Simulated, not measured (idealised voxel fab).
process module | voxel quadruple lines
The cross-section shown here is cut; it is 285 nm wide and divided into square cells measuring 5 nm on a side.
Cross-section, as written here: a square-cell grid given band by band from the top down, where a band holds one or more rows of cells.
Heights first: top, then bottom, in nm. Then materials, left to right, each with a width in nm. "throughout" on a single material: fills the band edge to edge. "empty": empty space.
Convention: height 0 is the level below which the wafer, as received, is all one material. The lowest band does not terminate at the bottom but continues downward, represented as "0 down".
Per-row width for "30->40": begins at first number (top row of band), ends at second number (bottom row), increment between rows held constant.
A step reported as "left unchanged" is a step in which no cell of the cross-section changed.
In the "Cavities, sealed" entry, you get each enclosed empty space of 8 cells or more, one with no open way to the top, written width x height at distance, distance from the left edge, in nm.
If you see something after the settings on a step's line, that's the simulator's own remark about that step.
"overlay nm" denotes, for a step that has a mask, the displacement of the mask to the right of its planned place, with negative values corresponding to the left.
Plan
1. RECEIVE: material Si
2. CONFORMAL_DEP: material SiO2, thk nm 5
3. DIRECTIONAL_DEP: material W, thk nm 10
4. DIRECTIONAL_DEP: material polySi, thk nm 20
5. DIRECTIONAL_DEP: material aC, thk nm 25
6. PATTERN: tone cover, mask id MANDREL, material resist, width nm 20, pitch nm 60, thk nm 35, overlay nm 0
7. DIRECTIONAL_ETCH: etch materials aC, depth nm 25
8. STRIP: etch materials resist
9. CONFORMAL_DEP: material SiO2, thk nm 10
10. DIRECTIONAL_ETCH: etch materials SiO2, depth nm 10
11. STRIP: etch materials aC
12. DIRECTIONAL_ETCH: etch materials polySi, depth nm 20
13. STRIP: etch materials SiO2
14. CONFORMAL_DEP: material SiCN, thk nm 5
15. DIRECTIONAL_ETCH: etch materials SiCN, depth nm 5
16. STRIP: etch materials polySi
17. DIRECTIONAL_ETCH: etch materials W, depth nm 10
18. STRIP: etch materials SiCN
Account of the first of two wafers, which was processed as intended
So this is the incoming wafer in cross-section - it's already been through step 1
    0 down: Si throughout
    Cavities, sealed: none
Upon completion of step 2, the wafer appears in cross-section as shown
    5 to 0: SiO2 throughout
    Unchanged below 0.
Upon completion of step 3, the wafer appears in cross-section as shown
    15 to 5: W throughout
    Unchanged below 5.
Upon completion of step 4, the wafer appears in cross-section as shown
    35 to 15: polySi throughout
    Unchanged below 15.
Upon completion of step 5, the wafer appears in cross-section as shown
    60 to 35: aC throughout
    Unchanged below 35.
Upon completion of step 6, the wafer appears in cross-section as shown
    95 to 60: 100 empty  20 resist  40 empty  20 resist  105 empty
    Unchanged below 60.
Upon completion of step 7, the wafer appears in cross-section as shown
    70 to 60: 100 empty  20 resist  40 empty  20 resist  105 empty
    60 to 35: 100 empty  20 aC  40 empty  20 aC  105 empty
    Unchanged below 35.
Upon completion of step 8, the wafer appears in cross-section as shown
    60 to 35: 100 empty  20 aC  40 empty  20 aC  105 empty
    Unchanged below 35.
Upon completion of step 9, the wafer appears in cross-section as shown
    70 to 60: 90 empty  40 SiO2  20 empty  40 SiO2  95 empty
    60 to 45: 90 empty  10 SiO2  20 aC  10 SiO2  20 empty  10 SiO2  20 aC  10 SiO2  95 empty
    45 to 35: 100 SiO2  20 aC  40 SiO2  20 aC  105 SiO2
    Unchanged below 35.
Upon completion of step 10, the wafer appears in cross-section as shown
    60 to 35: 90 empty  10 SiO2  20 aC  10 SiO2  20 empty  10 SiO2  20 aC  10 SiO2  95 empty
    Unchanged below 35.
Upon completion of step 11, the wafer appears in cross-section as shown
    60 to 35: 90 empty  10 SiO2  20 empty  10 SiO2  20 empty  10 SiO2  20 empty  10 SiO2  95 empty
    Unchanged below 35.
Upon completion of step 12, the wafer appears in cross-section as shown
    60 to 35: 90 empty  10 SiO2  20 empty  10 SiO2  20 empty  10 SiO2  20 empty  10 SiO2  95 empty
    35 to 15: 90 empty  10 polySi  20 empty  10 polySi  20 empty  10 polySi  20 empty  10 polySi  95 empty
    Unchanged below 15.
Upon completion of step 13, the wafer appears in cross-section as shown
    35 to 15: 90 empty  10 polySi  20 empty  10 polySi  20 empty  10 polySi  20 empty  10 polySi  95 empty
    Unchanged below 15.
Upon completion of step 14, the wafer appears in cross-section as shown
    40 to 35: 85 empty  20 SiCN  10 empty  20 SiCN  10 empty  20 SiCN  10 empty  20 SiCN  90 empty
    35 to 20: 85 empty  5 SiCN  10 polySi  5 SiCN  10 empty  5 SiCN  10 polySi  5 SiCN  10 empty  5 SiCN  10 polySi  5 SiCN  10 empty  5 SiCN  10 polySi  5 SiCN  90 empty
    20 to 15: 90 SiCN  10 polySi  20 SiCN  10 polySi  20 SiCN  10 polySi  20 SiCN  10 polySi  95 SiCN
    Unchanged below 15.
Upon completion of step 15, the wafer appears in cross-section as shown
    35 to 15: 85 empty  5 SiCN  10 polySi  5 SiCN  10 empty  5 SiCN  10 polySi  5 SiCN  10 empty  5 SiCN  10 polySi  5 SiCN  10 empty  5 SiCN  10 polySi  5 SiCN  90 empty
    Unchanged below 15.
Upon completion of step 16, the wafer appears in cross-section as shown
    35 to 15: 85 empty  5 SiCN  10 empty  5 SiCN  10 empty  5 SiCN  10 empty  5 SiCN  10 empty  5 SiCN  10 empty  5 SiCN  10 empty  5 SiCN  10 empty  5 SiCN  90 empty
    Unchanged below 15.
Upon completion of step 17, the wafer appears in cross-section as shown
    35 to 15: 85 empty  5 SiCN  10 empty  5 SiCN  10 empty  5 SiCN  10 empty  5 SiCN  10 empty  5 SiCN  10 empty  5 SiCN  10 empty  5 SiCN  10 empty  5 SiCN  90 empty
    15 to 5: 85 empty  5 W  10 empty  5 W  10 empty  5 W  10 empty  5 W  10 empty  5 W  10 empty  5 W  10 empty  5 W  10 empty  5 W  90 empty
    Unchanged below 5.
Upon completion of step 18, the wafer appears in cross-section as shown
    15 to 5: 85 empty  5 W  10 empty  5 W  10 empty  5 W  10 empty  5 W  10 empty  5 W  10 empty  5 W  10 empty  5 W  10 empty  5 W  90 empty
    Unchanged below 5.
Here the second wafer is described. Its start and its plan were those of the first wafer. Its run contained one mistake. Up to and including step 5, it did exactly what the first wafer did
Cross-section: second wafer, time at which step 6 was scheduled to end
    95 to 60: 95 empty  20 resist  40 empty  20 resist  110 empty
    Unchanged below 60.
Cross-section: second wafer, time at which step 7 was scheduled to end
    70 to 60: 95 empty  20 resist  40 empty  20 resist  110 empty
    60 to 35: 95 empty  20 aC  40 empty  20 aC  110 empty
    Unchanged below 35.
Cross-section: second wafer, time at which step 8 was scheduled to end
    60 to 35: 95 empty  20 aC  40 empty  20 aC  110 empty
    Unchanged below 35.
Cross-section: second wafer, time at which step 9 was scheduled to end
    70 to 60: 85 empty  40 SiO2  20 empty  40 SiO2  100 empty
    60 to 45: 85 empty  10 SiO2  20 aC  10 SiO2  20 empty  10 SiO2  20 aC  10 SiO2  100 empty
    45 to 35: 95 SiO2  20 aC  40 SiO2  20 aC  110 SiO2
    Unchanged below 35.
Cross-section: second wafer, time at which step 10 was scheduled to end
    60 to 35: 85 empty  10 SiO2  20 aC  10 SiO2  20 empty  10 SiO2  20 aC  10 SiO2  100 empty
    Unchanged below 35.
Cross-section: second wafer, time at which step 11 was scheduled to end
    60 to 35: 85 empty  10 SiO2  20 empty  10 SiO2  20 empty  10 SiO2  20 empty  10 SiO2  100 empty
    Unchanged below 35.
Cross-section: second wafer, time at which step 12 was scheduled to end
    60 to 35: 85 empty  10 SiO2  20 empty  10 SiO2  20 empty  10 SiO2  20 empty  10 SiO2  100 empty
    35 to 15: 85 empty  10 polySi  20 empty  10 polySi  20 empty  10 polySi  20 empty  10 polySi  100 empty
    Unchanged below 15.
Cross-section: second wafer, time at which step 13 was scheduled to end
    35 to 15: 85 empty  10 polySi  20 empty  10 polySi  20 empty  10 polySi  20 empty  10 polySi  100 empty
    Unchanged below 15.
Cross-section: second wafer, time at which step 14 was scheduled to end
    40 to 35: 80 empty  20 SiCN  10 empty  20 SiCN  10 empty  20 SiCN  10 empty  20 SiCN  95 empty
    35 to 20: 80 empty  5 SiCN  10 polySi  5 SiCN  10 empty  5 SiCN  10 polySi  5 SiCN  10 empty  5 SiCN  10 polySi  5 SiCN  10 empty  5 SiCN  10 polySi  5 SiCN  95 empty
    20 to 15: 85 SiCN  10 polySi  20 SiCN  10 polySi  20 SiCN  10 polySi  20 SiCN  10 polySi  100 SiCN
    Unchanged below 15.
Cross-section: second wafer, time at which step 15 was scheduled to end
    35 to 15: 80 empty  5 SiCN  10 polySi  5 SiCN  10 empty  5 SiCN  10 polySi  5 SiCN  10 empty  5 SiCN  10 polySi  5 SiCN  10 empty  5 SiCN  10 polySi  5 SiCN  95 empty
    Unchanged below 15.
Cross-section: second wafer, time at which step 16 was scheduled to end
    35 to 15: 80 empty  5 SiCN  10 empty  5 SiCN  10 empty  5 SiCN  10 empty  5 SiCN  10 empty  5 SiCN  10 empty  5 SiCN  10 empty  5 SiCN  10 empty  5 SiCN  95 empty
    Unchanged below 15.
Cross-section: second wafer, time at which step 17 was scheduled to end
    35 to 15: 80 empty  5 SiCN  10 empty  5 SiCN  10 empty  5 SiCN  10 empty  5 SiCN  10 empty  5 SiCN  10 empty  5 SiCN  10 empty  5 SiCN  10 empty  5 SiCN  95 empty
    15 to 5: 80 empty  5 W  10 empty  5 W  10 empty  5 W  10 empty  5 W  10 empty  5 W  10 empty  5 W  10 empty  5 W  10 empty  5 W  95 empty
    Unchanged below 5.
Cross-section: second wafer, time at which step 18 was scheduled to end
    15 to 5: 80 empty  5 W  10 empty  5 W  10 empty  5 W  10 empty  5 W  10 empty  5 W  10 empty  5 W  10 empty  5 W  10 empty  5 W  95 empty
    Unchanged below 5.
The plan and the run diverged here: so step 6 ended up running with a different setting than we planned, it ran as PATTERN: tone cover, mask id MANDREL, material resist, width nm 20, pitch nm 60, thk nm 35, overlay nm -5
Comparing end states, the material composition by cell count is preserved from the first wafer to the second, while the locations of the cells are not.
